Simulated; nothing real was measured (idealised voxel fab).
process module | voxel ribs on slabs
cross-section cut | 145 nm wide | cells 5 nm
A cross-section is a grid of square cells, given in bands from the top down. A band is one or more rows of cells.
Each band's line starts with the height of the band's top and of its bottom, in nm. Then come its materials from left to right, each with its width in nm. One material with "throughout" fills the band from edge to edge. "air" is empty space.
Height 0 is the level under which the wafer as received is all one material. The lowest band goes on downwards, as in "0 down".
A width such as "30 to 40" changes by the same amount from each row of cells to the next, from the band's top row to its bottom row.
"no change" after a step means that no cell of the cross-section changed.
closed voids: empty space of 8 cells or more with no open way to the top, each as width x height at its distance from the left edge, in nm
after a step's settings: what the simulator itself notes on the step
overlay nm, on a step with a mask: how far to the right of its planned place the mask lay; to the left if negative
plan
1 op RECEIVE | material Si
2 op DIRECTIONAL_DEP | material SiO2 | thk nm 30
3 op DIRECTIONAL_DEP | material polySi | thk nm 15
4 op MASKED_ETCH | tone cover | mask id RIB | width nm 25 | etch materials polySi | depth nm 5 | overlay nm 0
5 op PATTERN | tone cover | mask id SLAB | material resist | width nm 65 | thk nm 20 | overlay nm 0
6 op DIRECTIONAL_ETCH | etch materials polySi | depth nm 10
7 op STRIP | etch materials resist
8 op FILL_DEP | material SiO2 | thk nm 30
9 op CMP | height nm 65
10 op DIRECTIONAL_DEP | material TiN | thk nm 10
11 op PATTERN | tone cover | mask id HEATER | material resist | width nm 35 | thk nm 15 | overlay nm 0
12 op DIRECTIONAL_ETCH | etch materials TiN | depth nm 10
13 op STRIP | etch materials resist
14 op CONFORMAL_DEP | material SiO2 | thk nm 5
as received, after step 1
  0 down: Si throughout
  closed voids: none
a wafer at the end: this start, this plan, one mistake
  75 to 65: air 55 | TiN 35 | air 55
  65 to 45: SiO2 throughout
  45 to 40: SiO2 60 | polySi 25 | SiO2 60
  40 to 30: SiO2 40 | polySi 65 | SiO2 40
  30 to 0: SiO2 throughout
  0 down: Si throughout
  closed voids: none
what went wrong: step 14 was left out
